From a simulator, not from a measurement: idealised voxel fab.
The name of this process module is voxel trench capacitor.
Square cells of 5 nm make up the cross-section cut, whose width is 290 nm.
A cross-section is written here as square cells arranged in a grid, and it is given in bands from the top down, each band taking up one or more rows of cells. Top height, bottom height, nm. Materials left to right, width each, nm. Single material + "all across" = fills band edge to edge. "empty" = empty. The level at which height equals 0 is the one under which the wafer, as it arrives, is entirely one material. No lower edge exists for the bottom band, which continues downward and is notated as in "0 nm and below". A width given as "30 to 40" starts at the first number in the band's top row and ends at the second number in its bottom row, shifting by an equal amount at every step from row to row. Reading "no alteration" for a step: not a cell of the cross-section changed in it. Listed in "Closed void register": every empty space of 8 or more cells without an open way to the top. Form: width x height at distance, the distance being from the left edge, all in nm. Past the settings on a step's line: simulator remark, on that step. "overlay nm" denotes, for a step that has a mask, the displacement of the mask to the right of its planned place, with negative values corresponding to the left. Below you will find pairs of cross-sections. In each, one shows the wafer before one process step and the other after it, with the after view ending at the lowest band that changed. Under each pair is the step separating them, along with its settings. Do not assume the pairs form a chain: they can come from different runs of this module on the same starting wafer, and a pair continues from the pair above it only when its "Pre-step" entry says so.
-- Pre-step
- 15 nm to 10 nm | 50 of TiN, 20 of empty, 35 of TiN, 20 of empty, 35 of TiN, 20 of empty, 35 of TiN, 20 of empty, 55 of TiN
- 10 nm to 5 nm | 45 of HfO2, 5 of TiN, 20 of empty, 5 of TiN, 25 of HfO2, 5 of TiN, 20 of empty, 5 of TiN, 25 of HfO2, 5 of TiN, 20 of empty, 5 of TiN, 25 of HfO2, 5 of TiN, 20 of empty, 5 of TiN, 50 of HfO2
- 5 nm to 0 nm | 40 of SiN, 5 of HfO2, 5 of TiN, 20 of empty, 5 of TiN, 5 of HfO2, 15 of SiN, 5 of HfO2, 5 of TiN, 20 of empty, 5 of TiN, 5 of HfO2, 15 of SiN, 5 of HfO2, 5 of TiN, 20 of empty, 5 of TiN, 5 of HfO2, 15 of SiN, 5 of HfO2, 5 of TiN, 20 of empty, 5 of TiN, 5 of HfO2, 45 of SiN
- 0 nm to -30 nm | 40 of Si, 5 of HfO2, 5 of TiN, 20 of empty, 5 of TiN, 5 of HfO2, 15 of Si, 5 of HfO2, 5 of TiN, 20 of empty, 5 of TiN, 5 of HfO2, 15 of Si, 5 of HfO2, 5 of TiN, 20 of empty, 5 of TiN, 5 of HfO2, 15 of Si, 5 of HfO2, 5 of TiN, 20 of empty, 5 of TiN, 5 of HfO2, 45 of Si
- -30 nm to -35 nm | 40 of Si, 5 of HfO2, 30 of TiN, 5 of HfO2, 15 of Si, 5 of HfO2, 30 of TiN, 5 of HfO2, 15 of Si, 5 of HfO2, 30 of TiN, 5 of HfO2, 15 of Si, 5 of HfO2, 30 of TiN, 5 of HfO2, 45 of Si
- -35 nm to -40 nm | 40 of Si, 40 of HfO2, 15 of Si, 40 of HfO2, 15 of Si, 40 of HfO2, 15 of Si, 40 of HfO2, 45 of Si
- -40 nm and below | Si all across
- Closed void register: none
-- Post-Step Appearance
- 20 nm to 15 nm | W all across
- 15 nm to 10 nm | 50 of TiN, 20 of W, 35 of TiN, 20 of W, 35 of TiN, 20 of W, 35 of TiN, 20 of W, 55 of TiN
- 10 nm to 5 nm | 45 of HfO2, 5 of TiN, 20 of W, 5 of TiN, 25 of HfO2, 5 of TiN, 20 of W, 5 of TiN, 25 of HfO2, 5 of TiN, 20 of W, 5 of TiN, 25 of HfO2, 5 of TiN, 20 of W, 5 of TiN, 50 of HfO2
- 5 nm to 0 nm | 40 of SiN, 5 of HfO2, 5 of TiN, 20 of W, 5 of TiN, 5 of HfO2, 15 of SiN, 5 of HfO2, 5 of TiN, 20 of W, 5 of TiN, 5 of HfO2, 15 of SiN, 5 of HfO2, 5 of TiN, 20 of W, 5 of TiN, 5 of HfO2, 15 of SiN, 5 of HfO2, 5 of TiN, 20 of W, 5 of TiN, 5 of HfO2, 45 of SiN
- 0 nm to -30 nm | 40 of Si, 5 of HfO2, 5 of TiN, 20 of W, 5 of TiN, 5 of HfO2, 15 of Si, 5 of HfO2, 5 of TiN, 20 of W, 5 of TiN, 5 of HfO2, 15 of Si, 5 of HfO2, 5 of TiN, 20 of W, 5 of TiN, 5 of HfO2, 15 of Si, 5 of HfO2, 5 of TiN, 20 of W, 5 of TiN, 5 of HfO2, 45 of Si
- Unchanged below -30.
- Closed void register: none
Here is the step that sits between the two cross-sections above: FILL_DEP [material W] [thk nm 5]
Pre-step: the wafer arrives at this step looking as the after cross-section in the pair just above shows it.
-- Post-Step Appearance
- 5 nm to 0 nm | 40 of SiN, 5 of HfO2, 5 of TiN, 20 of W, 5 of TiN, 5 of HfO2, 15 of SiN, 5 of HfO2, 5 of TiN, 20 of W, 5 of TiN, 5 of HfO2, 15 of SiN, 5 of HfO2, 5 of TiN, 20 of W, 5 of TiN, 5 of HfO2, 15 of SiN, 5 of HfO2, 5 of TiN, 20 of W, 5 of TiN, 5 of HfO2, 45 of SiN
- Unchanged below 0.
- Closed void register: none
Here is the step that sits between the two cross-sections above: CMP [height nm 5]
-- Pre-step
- 15 nm to 5 nm | aC all across
- 5 nm to 0 nm | SiN all across
- 0 nm and below | Si all across
- Closed void register: none
-- Post-Step Appearance
- 40 nm to 15 nm | 40 of resist, 30 of empty, 25 of resist, 30 of empty, 25 of resist, 30 of empty, 25 of resist, 30 of empty, 55 of resist
- Unchanged below 15.
- Closed void register: none
Here is the step that sits between the two cross-sections above: PATTERN [tone open] [mask id TRENCH] [material resist] [width nm 30] [pitch nm 55] [thk nm 25] [overlay nm -5]
Pre-step: the wafer arrives at this step looking as the after cross-section in the pair just above shows it.
-- Post-Step Appearance
- 30 nm to 15 nm | 40 of resist, 30 of empty, 25 of resist, 30 of empty, 25 of resist, 30 of empty, 25 of resist, 30 of empty, 55 of resist
- 15 nm to 5 nm | 40 of aC, 30 of empty, 25 of aC, 30 of empty, 25 of aC, 30 of empty, 25 of aC, 30 of empty, 55 of aC
- Unchanged below 5.
- Closed void register: none
Here is the step that sits between the two cross-sections above: DIRECTIONAL_ETCH [etch materials aC] [depth nm 10]
Pre-step: the wafer arrives at this step looking as the after cross-section in the pair just above shows it.
-- Post-Step Appearance
- 15 nm to 5 nm | 40 of aC, 30 of empty, 25 of aC, 30 of empty, 25 of aC, 30 of empty, 25 of aC, 30 of empty, 55 of aC
- Unchanged below 5.
- Closed void register: none
Here is the step that sits between the two cross-sections above: STRIP [etch materials resist]
Pre-step: the wafer arrives at this step looking as the after cross-section in the pair just above shows it.
-- Post-Step Appearance
- 15 nm to 5 nm | 40 of aC, 30 of empty, 25 of aC, 30 of empty, 25 of aC, 30 of empty, 25 of aC, 30 of empty, 55 of aC
- 5 nm to 0 nm | 40 of SiN, 30 of empty, 25 of SiN, 30 of empty, 25 of SiN, 30 of empty, 25 of SiN, 30 of empty, 55 of SiN
- Unchanged below 0.
- Closed void register: none
Here is the step that sits between the two cross-sections above: DIRECTIONAL_ETCH [etch materials SiN] [depth nm 5]
Pre-step: the wafer arrives at this step looking as the after cross-section in the pair just above shows it.
-- Post-Step Appearance
- 15 nm to 5 nm | 40 of aC, 30 of empty, 25 of aC, 30 of empty, 25 of aC, 30 of empty, 25 of aC, 30 of empty, 55 of aC
- 5 nm to 0 nm | 40 of SiN, 30 of empty, 25 of SiN, 30 of empty, 25 of SiN, 30 of empty, 25 of SiN, 30 of empty, 55 of SiN
- 0 nm to -40 nm | 40 of Si, 30 of empty, 25 of Si, 30 of empty, 25 of Si, 30 of empty, 25 of Si, 30 of empty, 55 of Si
- Unchanged below -40.
- Closed void register: none
Here is the step that sits between the two cross-sections above: DIRECTIONAL_ETCH [etch materials Si] [depth nm 40]
Pre-step: the wafer arrives at this step looking as the after cross-section in the pair just above shows it.
-- Post-Step Appearance
- 5 nm to 0 nm | 40 of SiN, 30 of empty, 25 of SiN, 30 of empty, 25 of SiN, 30 of empty, 25 of SiN, 30 of empty, 55 of SiN
- Unchanged below 0.
- Closed void register: none
Here is the step that sits between the two cross-sections above: STRIP [etch materials aC]
Pre-step: the wafer arrives at this step looking as the after cross-section in the pair just above shows it.
-- Post-Step Appearance
- 10 nm to 5 nm | 45 of HfO2, 20 of empty, 35 of HfO2, 20 of empty, 35 of HfO2, 20 of empty, 35 of HfO2, 20 of empty, 60 of HfO2
- 5 nm to 0 nm | 40 of SiN, 5 of HfO2, 20 of empty, 5 of HfO2, 25 of SiN, 5 of HfO2, 20 of empty, 5 of HfO2, 25 of SiN, 5 of HfO2, 20 of empty, 5 of HfO2, 25 of SiN, 5 of HfO2, 20 of empty, 5 of HfO2, 55 of SiN
- 0 nm to -35 nm | 40 of Si, 5 of HfO2, 20 of empty, 5 of HfO2, 25 of Si, 5 of HfO2, 20 of empty, 5 of HfO2, 25 of Si, 5 of HfO2, 20 of empty, 5 of HfO2, 25 of Si, 5 of HfO2, 20 of empty, 5 of HfO2, 55 of Si
- -35 nm to -40 nm | 40 of Si, 30 of HfO2, 25 of Si, 30 of HfO2, 25 of Si, 30 of HfO2, 25 of Si, 30 of HfO2, 55 of Si
- Unchanged below -40.
- Closed void register: none
Here is the step that sits between the two cross-sections above: CONFORMAL_DEP [material HfO2] [thk nm 5]
Pre-step: the wafer arrives at this step looking as the after cross-section in the pair just above shows it.
-- Post-Step Appearance
- 15 nm to 10 nm | 50 of TiN, 10 of empty, 45 of TiN, 10 of empty, 45 of TiN, 10 of empty, 45 of TiN, 10 of empty, 65 of TiN
- 10 nm to 5 nm | 45 of HfO2, 5 of TiN, 10 of empty, 5 of TiN, 35 of HfO2, 5 of TiN, 10 of empty, 5 of TiN, 35 of HfO2, 5 of TiN, 10 of empty, 5 of TiN, 35 of HfO2, 5 of TiN, 10 of empty, 5 of TiN, 60 of HfO2
- 5 nm to 0 nm | 40 of SiN, 5 of HfO2, 5 of TiN, 10 of empty, 5 of TiN, 5 of HfO2, 25 of SiN, 5 of HfO2, 5 of TiN, 10 of empty, 5 of TiN, 5 of HfO2, 25 of SiN, 5 of HfO2, 5 of TiN, 10 of empty, 5 of TiN, 5 of HfO2, 25 of SiN, 5 of HfO2, 5 of TiN, 10 of empty, 5 of TiN, 5 of HfO2, 55 of SiN
- 0 nm to -30 nm | 40 of Si, 5 of HfO2, 5 of TiN, 10 of empty, 5 of TiN, 5 of HfO2, 25 of Si, 5 of HfO2, 5 of TiN, 10 of empty, 5 of TiN, 5 of HfO2, 25 of Si, 5 of HfO2, 5 of TiN, 10 of empty, 5 of TiN, 5 of HfO2, 25 of Si, 5 of HfO2, 5 of TiN, 10 of empty, 5 of TiN, 5 of HfO2, 55 of Si
- -30 nm to -35 nm | 40 of Si, 5 of HfO2, 20 of TiN, 5 of HfO2, 25 of Si, 5 of HfO2, 20 of TiN, 5 of HfO2, 25 of Si, 5 of HfO2, 20 of TiN, 5 of HfO2, 25 of Si, 5 of HfO2, 20 of TiN, 5 of HfO2, 55 of Si
- Unchanged below -35.
- Closed void register: none
Here is the step that sits between the two cross-sections above: CONFORMAL_DEP [material TiN] [thk nm 5]
Pre-step: the wafer arrives at this step looking as the after cross-section in the pair just above shows it.
-- Post-Step Appearance
- 20 nm to 15 nm | W all across
- 15 nm to 10 nm | 50 of TiN, 10 of W, 45 of TiN, 10 of W, 45 of TiN, 10 of W, 45 of TiN, 10 of W, 65 of TiN
- 10 nm to 5 nm | 45 of HfO2, 5 of TiN, 10 of W, 5 of TiN, 35 of HfO2, 5 of TiN, 10 of W, 5 of TiN, 35 of HfO2, 5 of TiN, 10 of W, 5 of TiN, 35 of HfO2, 5 of TiN, 10 of W, 5 of TiN, 60 of HfO2
- 5 nm to 0 nm | 40 of SiN, 5 of HfO2, 5 of TiN, 10 of W, 5 of TiN, 5 of HfO2, 25 of SiN, 5 of HfO2, 5 of TiN, 10 of W, 5 of TiN, 5 of HfO2, 25 of SiN, 5 of HfO2, 5 of TiN, 10 of W, 5 of TiN, 5 of HfO2, 25 of SiN, 5 of HfO2, 5 of TiN, 10 of W, 5 of TiN, 5 of HfO2, 55 of SiN
- 0 nm to -30 nm | 40 of Si, 5 of HfO2, 5 of TiN, 10 of W, 5 of TiN, 5 of HfO2, 25 of Si, 5 of HfO2, 5 of TiN, 10 of W, 5 of TiN, 5 of HfO2, 25 of Si, 5 of HfO2, 5 of TiN, 10 of W, 5 of TiN, 5 of HfO2, 25 of Si, 5 of HfO2, 5 of TiN, 10 of W, 5 of TiN, 5 of HfO2, 55 of Si
- Unchanged below -30.
- Closed void register: none
Here is the step that sits between the two cross-sections above: FILL_DEP [material W] [thk nm 5]
Pre-step: the wafer arrives at this step looking as the after cross-section in the pair just above shows it.
-- Post-Step Appearance
- 5 nm to 0 nm | 40 of SiN, 5 of HfO2, 5 of TiN, 10 of W, 5 of TiN, 5 of HfO2, 25 of SiN, 5 of HfO2, 5 of TiN, 10 of W, 5 of TiN, 5 of HfO2, 25 of SiN, 5 of HfO2, 5 of TiN, 10 of W, 5 of TiN, 5 of HfO2, 25 of SiN, 5 of HfO2, 5 of TiN, 10 of W, 5 of TiN, 5 of HfO2, 55 of SiN
- Unchanged below 0.
- Closed void register: none
Here is the step that sits between the two cross-sections above: CMP [height nm 5]
-- Pre-step
- 15 nm to 10 nm | 55 of TiN, 10 of empty, 45 of TiN, 10 of empty, 45 of TiN, 10 of empty, 45 of TiN, 10 of empty, 60 of TiN
- 10 nm to 5 nm | 50 of HfO2, 5 of TiN, 10 of empty, 5 of TiN, 35 of HfO2, 5 of TiN, 10 of empty, 5 of TiN, 35 of HfO2, 5 of TiN, 10 of empty, 5 of TiN, 35 of HfO2, 5 of TiN, 10 of empty, 5 of TiN, 55 of HfO2
- 5 nm to 0 nm | 45 of SiN, 5 of HfO2, 5 of TiN, 10 of empty, 5 of TiN, 5 of HfO2, 25 of SiN, 5 of HfO2, 5 of TiN, 10 of empty, 5 of TiN, 5 of HfO2, 25 of SiN, 5 of HfO2, 5 of TiN, 10 of empty, 5 of TiN, 5 of HfO2, 25 of SiN, 5 of HfO2, 5 of TiN, 10 of empty, 5 of TiN, 5 of HfO2, 50 of SiN
- 0 nm to -30 nm | 45 of Si, 5 of HfO2, 5 of TiN, 10 of empty, 5 of TiN, 5 of HfO2, 25 of Si, 5 of HfO2, 5 of TiN, 10 of empty, 5 of TiN, 5 of HfO2, 25 of Si, 5 of HfO2, 5 of TiN, 10 of empty, 5 of TiN, 5 of HfO2, 25 of Si, 5 of HfO2, 5 of TiN, 10 of empty, 5 of TiN, 5 of HfO2, 50 of Si
- -30 nm to -35 nm | 45 of Si, 5 of HfO2, 20 of TiN, 5 of HfO2, 25 of Si, 5 of HfO2, 20 of TiN, 5 of HfO2, 25 of Si, 5 of HfO2, 20 of TiN, 5 of HfO2, 25 of Si, 5 of HfO2, 20 of TiN, 5 of HfO2, 50 of Si
- -35 nm to -40 nm | 45 of Si, 30 of HfO2, 25 of Si, 30 of HfO2, 25 of Si, 30 of HfO2, 25 of Si, 30 of HfO2, 50 of Si
- -40 nm and below | Si all across
- Closed void register: none
-- Post-Step Appearance
- 20 nm to 15 nm | SiN all across
- 15 nm to 10 nm | 55 of TiN, 10 of SiN, 45 of TiN, 10 of SiN, 45 of TiN, 10 of SiN, 45 of TiN, 10 of SiN, 60 of TiN
- 10 nm to 5 nm | 50 of HfO2, 5 of TiN, 10 of SiN, 5 of TiN, 35 of HfO2, 5 of TiN, 10 of SiN, 5 of TiN, 35 of HfO2, 5 of TiN, 10 of SiN, 5 of TiN, 35 of HfO2, 5 of TiN, 10 of SiN, 5 of TiN, 55 of HfO2
- 5 nm to 0 nm | 45 of SiN, 5 of HfO2, 5 of TiN, 10 of SiN, 5 of TiN, 5 of HfO2, 25 of SiN, 5 of HfO2, 5 of TiN, 10 of SiN, 5 of TiN, 5 of HfO2, 25 of SiN, 5 of HfO2, 5 of TiN, 10 of SiN, 5 of TiN, 5 of HfO2, 25 of SiN, 5 of HfO2, 5 of TiN, 10 of SiN, 5 of TiN, 5 of HfO2, 50 of SiN
- 0 nm to -30 nm | 45 of Si, 5 of HfO2, 5 of TiN, 10 of SiN, 5 of TiN, 5 of HfO2, 25 of Si, 5 of HfO2, 5 of TiN, 10 of SiN, 5 of TiN, 5 of HfO2, 25 of Si, 5 of HfO2, 5 of TiN, 10 of SiN, 5 of TiN, 5 of HfO2, 25 of Si, 5 of HfO2, 5 of TiN, 10 of SiN, 5 of TiN, 5 of HfO2, 50 of Si
- Unchanged below -30.
- Closed void register: none
Here is the step that sits between the two cross-sections above: FILL_DEP [material SiN] [thk nm 5]
Pre-step: the wafer arrives at this step looking as the after cross-section in the pair just above shows it.
-- Post-Step Appearance
- 5 nm to 0 nm | 45 of SiN, 5 of HfO2, 5 of TiN, 10 of SiN, 5 of TiN, 5 of HfO2, 25 of SiN, 5 of HfO2, 5 of TiN, 10 of SiN, 5 of TiN, 5 of HfO2, 25 of SiN, 5 of HfO2, 5 of TiN, 10 of SiN, 5 of TiN, 5 of HfO2, 25 of SiN, 5 of HfO2, 5 of TiN, 10 of SiN, 5 of TiN, 5 of HfO2, 50 of SiN
- Unchanged below 0.
- Closed void register: none
Here is the step that sits between the two cross-sections above: CMP [height nm 5]
-- Pre-step
- 15 nm to 5 nm | aC all across
- 5 nm to 0 nm | SiN all across
- 0 nm and below | Si all across
- Closed void register: none
-- Post-Step Appearance
- 40 nm to 15 nm | 45 of empty, 30 of resist, 25 of empty, 30 of resist, 25 of empty, 30 of resist, 25 of empty, 30 of resist, 50 of empty
- Unchanged below 15.
- Closed void register: none
Here is the step that sits between the two cross-sections above: PATTERN [tone cover] [mask id TRENCH] [material resist] [width nm 30] [pitch nm 55] [thk nm 25] [overlay nm 0]
Pre-step: the wafer arrives at this step looking as the after cross-section in the pair just above shows it.
-- Post-Step Appearance
- 30 nm to 15 nm | 45 of empty, 30 of resist, 25 of empty, 30 of resist, 25 of empty, 30 of resist, 25 of empty, 30 of resist, 50 of empty
- 15 nm to 5 nm | 45 of empty, 30 of aC, 25 of empty, 30 of aC, 25 of empty, 30 of aC, 25 of empty, 30 of aC, 50 of empty
- Unchanged below 5.
- Closed void register: none
Here is the step that sits between the two cross-sections above: DIRECTIONAL_ETCH [etch materials aC] [depth nm 10]
Pre-step: the wafer arrives at this step looking as the after cross-section in the pair just above shows it.
-- Post-Step Appearance
- 15 nm to 5 nm | 45 of empty, 30 of aC, 25 of empty, 30 of aC, 25 of empty, 30 of aC, 25 of empty, 30 of aC, 50 of empty
- Unchanged below 5.
- Closed void register: none
Here is the step that sits between the two cross-sections above: STRIP [etch materials resist]
Pre-step: the wafer arrives at this step looking as the after cross-section in the pair just above shows it.
-- Post-Step Appearance
- 15 nm to 5 nm | 45 of empty, 30 of aC, 25 of empty, 30 of aC, 25 of empty, 30 of aC, 25 of empty, 30 of aC, 50 of empty
- 5 nm to 0 nm | 45 of empty, 30 of SiN, 25 of empty, 30 of SiN, 25 of empty, 30 of SiN, 25 of empty, 30 of SiN, 50 of empty
- Unchanged below 0.
- Closed void register: none
Here is the step that sits between the two cross-sections above: DIRECTIONAL_ETCH [etch materials SiN] [depth nm 5]
Pre-step: the wafer arrives at this step looking as the after cross-section in the pair just above shows it.
-- Post-Step Appearance
- 15 nm to 5 nm | 45 of empty, 30 of aC, 25 of empty, 30 of aC, 25 of empty, 30 of aC, 25 of empty, 30 of aC, 50 of empty
- 5 nm to 0 nm | 45 of empty, 30 of SiN, 25 of empty, 30 of SiN, 25 of empty, 30 of SiN, 25 of empty, 30 of SiN, 50 of empty
- 0 nm to -40 nm | 45 of empty, 30 of Si, 25 of empty, 30 of Si, 25 of empty, 30 of Si, 25 of empty, 30 of Si, 50 of empty
- Unchanged below -40.
- Closed void register: none
Here is the step that sits between the two cross-sections above: DIRECTIONAL_ETCH [etch materials Si] [depth nm 40]
Pre-step: the wafer arrives at this step looking as the after cross-section in the pair just above shows it.
-- Post-Step Appearance
- 5 nm to 0 nm | 45 of empty, 30 of SiN, 25 of empty, 30 of SiN, 25 of empty, 30 of SiN, 25 of empty, 30 of SiN, 50 of empty
- Unchanged below 0.
- Closed void register: none
Here is the step that sits between the two cross-sections above: STRIP [etch materials aC]
Pre-step: the wafer arrives at this step looking as the after cross-section in the pair just above shows it.
-- Post-Step Appearance
- 10 nm to 5 nm | 40 of empty, 40 of HfO2, 15 of empty, 40 of HfO2, 15 of empty, 40 of HfO2, 15 of empty, 40 of HfO2, 45 of empty
- 5 nm to 0 nm | 40 of empty, 5 of HfO2, 30 of SiN, 5 of HfO2, 15 of empty, 5 of HfO2, 30 of SiN, 5 of HfO2, 15 of empty, 5 of HfO2, 30 of SiN, 5 of HfO2, 15 of empty, 5 of HfO2, 30 of SiN, 5 of HfO2, 45 of empty
- 0 nm to -35 nm | 40 of empty, 5 of HfO2, 30 of Si, 5 of HfO2, 15 of empty, 5 of HfO2, 30 of Si, 5 of HfO2, 15 of empty, 5 of HfO2, 30 of Si, 5 of HfO2, 15 of empty, 5 of HfO2, 30 of Si, 5 of HfO2, 45 of empty
- -35 nm to -40 nm | 45 of HfO2, 30 of Si, 25 of HfO2, 30 of Si, 25 of HfO2, 30 of Si, 25 of HfO2, 30 of Si, 50 of HfO2
- Unchanged below -40.
- Closed void register: none
Here is the step that sits between the two cross-sections above: CONFORMAL_DEP [material HfO2] [thk nm 5]
Pre-step: the wafer arrives at this step looking as the after cross-section in the pair just above shows it.
-- Post-Step Appearance
- 15 nm to 10 nm | 35 of empty, 50 of TiN, 5 of empty, 50 of TiN, 5 of empty, 50 of TiN, 5 of empty, 50 of TiN, 40 of empty
- 10 nm to 5 nm | 35 of empty, 5 of TiN, 40 of HfO2, 5 of TiN, 5 of empty, 5 of TiN, 40 of HfO2, 5 of TiN, 5 of empty, 5 of TiN, 40 of HfO2, 5 of TiN, 5 of empty, 5 of TiN, 40 of HfO2, 5 of TiN, 40 of empty
- 5 nm to 0 nm | 35 of empty, 5 of TiN, 5 of HfO2, 30 of SiN, 5 of HfO2, 5 of TiN, 5 of empty, 5 of TiN, 5 of HfO2, 30 of SiN, 5 of HfO2, 5 of TiN, 5 of empty, 5 of TiN, 5 of HfO2, 30 of SiN, 5 of HfO2, 5 of TiN, 5 of empty, 5 of TiN, 5 of HfO2, 30 of SiN, 5 of HfO2, 5 of TiN, 40 of empty
- 0 nm to -30 nm | 35 of empty, 5 of TiN, 5 of HfO2, 30 of Si, 5 of HfO2, 5 of TiN, 5 of empty, 5 of TiN, 5 of HfO2, 30 of Si, 5 of HfO2, 5 of TiN, 5 of empty, 5 of TiN, 5 of HfO2, 30 of Si, 5 of HfO2, 5 of TiN, 5 of empty, 5 of TiN, 5 of HfO2, 30 of Si, 5 of HfO2, 5 of TiN, 40 of empty
- -30 nm to -35 nm | 40 of TiN, 5 of HfO2, 30 of Si, 5 of HfO2, 15 of TiN, 5 of HfO2, 30 of Si, 5 of HfO2, 15 of TiN, 5 of HfO2, 30 of Si, 5 of HfO2, 15 of TiN, 5 of HfO2, 30 of Si, 5 of HfO2, 45 of TiN
- Unchanged below -35.
- Closed void register: none
Here is the step that sits between the two cross-sections above: CONFORMAL_DEP [material TiN] [thk nm 5]
Pre-step: the wafer arrives at this step looking as the after cross-section in the pair just above shows it.
-- Post-Step Appearance
- 20 nm to 15 nm | W all across
- 15 nm to 10 nm | 35 of W, 50 of TiN, 5 of W, 50 of TiN, 5 of W, 50 of TiN, 5 of W, 50 of TiN, 40 of W
- 10 nm to 5 nm | 35 of W, 5 of TiN, 40 of HfO2, 5 of TiN, 5 of W, 5 of TiN, 40 of HfO2, 5 of TiN, 5 of W, 5 of TiN, 40 of HfO2, 5 of TiN, 5 of W, 5 of TiN, 40 of HfO2, 5 of TiN, 40 of W
- 5 nm to 0 nm | 35 of W, 5 of TiN, 5 of HfO2, 30 of SiN, 5 of HfO2, 5 of TiN, 5 of W, 5 of TiN, 5 of HfO2, 30 of SiN, 5 of HfO2, 5 of TiN, 5 of W, 5 of TiN, 5 of HfO2, 30 of SiN, 5 of HfO2, 5 of TiN, 5 of W, 5 of TiN, 5 of HfO2, 30 of SiN, 5 of HfO2, 5 of TiN, 40 of W
- 0 nm to -30 nm | 35 of W, 5 of TiN, 5 of HfO2, 30 of Si, 5 of HfO2, 5 of TiN, 5 of W, 5 of TiN, 5 of HfO2, 30 of Si, 5 of HfO2, 5 of TiN, 5 of W, 5 of TiN, 5 of HfO2, 30 of Si, 5 of HfO2, 5 of TiN, 5 of W, 5 of TiN, 5 of HfO2, 30 of Si, 5 of HfO2, 5 of TiN, 40 of W
- Unchanged below -30.
- Closed void register: none
Here is the step that sits between the two cross-sections above: FILL_DEP [material W] [thk nm 5]
Pre-step: the wafer arrives at this step looking as the after cross-section in the pair just above shows it.
-- Post-Step Appearance
- 5 nm to 0 nm | 35 of W, 5 of TiN, 5 of HfO2, 30 of SiN, 5 of HfO2, 5 of TiN, 5 of W, 5 of TiN, 5 of HfO2, 30 of SiN, 5 of HfO2, 5 of TiN, 5 of W, 5 of TiN, 5 of HfO2, 30 of SiN, 5 of HfO2, 5 of TiN, 5 of W, 5 of TiN, 5 of HfO2, 30 of SiN, 5 of HfO2, 5 of TiN, 40 of W
- Unchanged below 0.
- Closed void register: none
Here is the step that sits between the two cross-sections above: CMP [height nm 5]
